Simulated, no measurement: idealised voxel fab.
Name of the process module below: voxel capacitor over wiring
The figure presents cross-section cut, which has a width of 175 nm and is divided into square cells with an edge length of 5 nm.
A cross-section is a grid of square cells, given in bands from the top down. A band is one or more rows of cells. For a band, the entry starts with two heights in nm, that of the top and then that of the bottom, and carries on with the band's materials in order from left to right, each alongside its width in nm; the word "edge to edge" beside a single material means it fills the band edge to edge, and "air" means empty space. We count height from 0. Below that, the starting wafer is all one material. The lowest band never ends at the bottom but goes on down; see "0 nm and below" for how that is written. Think of "30 to 40" as a width that walks from the first number to the second as you go down the band, top row to bottom row, taking equal-sized steps from row to row. The cross-section has no changed cell in any step marked "all unchanged". The label "Closed internal cavities" introduces a list of the empty spaces, 8 cells or larger, that have no open way up to the top; each entry in it reads width x height at distance, where the distance is taken from the left edge and all three are stated in nm. The remark found on a step's line after its settings is issued by the simulator itself and pertains to that step. The "overlay nm" setting may appear on a step's line; for a step that uses a mask, it gives how far to the right of its planned position the mask lay, and a negative value indicates the left.
[Process steps foreseen in the plan]
1: RECEIVE with material Si
2: CONFORMAL_DEP with material SiO2, thk nm 15
3: CONFORMAL_DEP with material SiCN, thk nm 5
4: DIRECTIONAL_DEP with material SiO2, thk nm 15
5: PATTERN with tone open, mask id METAL_1, material resist, width nm 25, pitch nm 80, thk nm 20, overlay nm 0
6: DIRECTIONAL_ETCH with etch materials SiO2, depth nm 15
7: DIRECTIONAL_ETCH with etch materials SiCN, depth nm 5
8: STRIP with etch materials resist
9: CONFORMAL_DEP with material TiN, thk nm 5
10: FILL_DEP with material W, thk nm 10
11: CMP with height nm 35
12: CONFORMAL_DEP with material SiCN, thk nm 5
13: DIRECTIONAL_DEP with material lowk, thk nm 20
14: DIRECTIONAL_DEP with material aC, thk nm 15
15: PATTERN with tone open, mask id PLUG_1, material resist, width nm 15, thk nm 35, overlay nm 0
16: DIRECTIONAL_ETCH with etch materials aC, depth nm 15
17: STRIP with etch materials resist
18: DIRECTIONAL_ETCH with etch materials lowk, depth nm 20
19: DIRECTIONAL_ETCH with etch materials SiCN, depth nm 5
20: STRIP with etch materials aC
21: EPI with material Ru, thk nm 10
22: EPI with material Ru, thk nm 10
23: EPI with material Ru, thk nm 5
24: DIRECTIONAL_DEP with material TiN, thk nm 10
25: DIRECTIONAL_DEP with material Al2O3, thk nm 5
26: DIRECTIONAL_DEP with material TiN, thk nm 5
27: PATTERN with tone cover, mask id UPPER_PLATE, material resist, width nm 60, thk nm 20, overlay nm 0
28: DIRECTIONAL_ETCH with etch materials TiN, depth nm 5
29: DIRECTIONAL_ETCH with etch materials Al2O3, depth nm 5
30: STRIP with etch materials resist
31: DIRECTIONAL_DEP with material aC, thk nm 10
32: PATTERN with tone cover, mask id LOWER_PLATE, material resist, width nm 70, thk nm 30, overlay nm 0
33: DIRECTIONAL_ETCH with etch materials aC, depth nm 10
34: STRIP with etch materials resist
35: DIRECTIONAL_ETCH with etch materials TiN, depth nm 10
36: STRIP with etch materials aC
37: FILL_DEP with material SiO2, thk nm 20
38: CMP with height nm 95
39: MASKED_ETCH with tone open, mask id PLUG_2, width nm 15, etch materials SiO2, depth nm 15, overlay nm 0
40: CONFORMAL_DEP with material TiN, thk nm 5
41: FILL_DEP with material Ru, thk nm 5
42: CMP with height nm 95
43: CONFORMAL_DEP with material SiCN, thk nm 5
[Cross-section: wafer on arrival = after step 1]
> 0 nm and below: Si edge to edge
> Closed internal cavities: none
[Wafer at module end, in section. Began as above, planned as above, run with one mistake]
> 100 nm to 95 nm: SiCN edge to edge
> 95 nm to 85 nm: 55 of SiO2, 5 of TiN, 5 of Ru, 5 of TiN, 105 of SiO2
> 85 nm to 75 nm: 55 to 60 of SiO2, 15 to 45 of TiN, 105 to 70 of SiO2
> 75 nm to 70 nm: 60 of SiO2, 45 of Al2O3, 70 of SiO2
> 70 nm to 60 nm: 40 of SiO2, 5 of TiN, 15 of SiO2, 50 of TiN, 65 of SiO2
> 60 nm to 55 nm: 45 of lowk, 15 of SiO2, 115 of lowk
> 55 nm to 50 nm: 45 of lowk, 15 of TiN, 115 of lowk
> 50 nm to 45 nm: 45 of lowk, 15 of Al2O3, 115 of lowk
> 45 nm to 40 nm: 45 of lowk, 15 of TiN, 115 of lowk
> 40 nm to 35 nm: 45 of SiCN, 15 of TiN, 115 of SiCN
> 35 nm to 20 nm: 30 of W, 5 of TiN, 25 of SiO2, 5 of TiN, 45 of W, 5 of TiN, 25 of SiO2, 5 of TiN, 30 of W
> 20 nm to 15 nm: 35 of TiN, 25 of SiCN, 55 of TiN, 25 of SiCN, 35 of TiN
> 15 nm to 0 nm: SiO2 edge to edge
> 0 nm and below: Si edge to edge
> Closed internal cavities: none
Processing error: step 5 ran as: PATTERN with tone cover, mask id METAL_1, material resist, width nm 25, pitch nm 80, thk nm 20, overlay nm 0
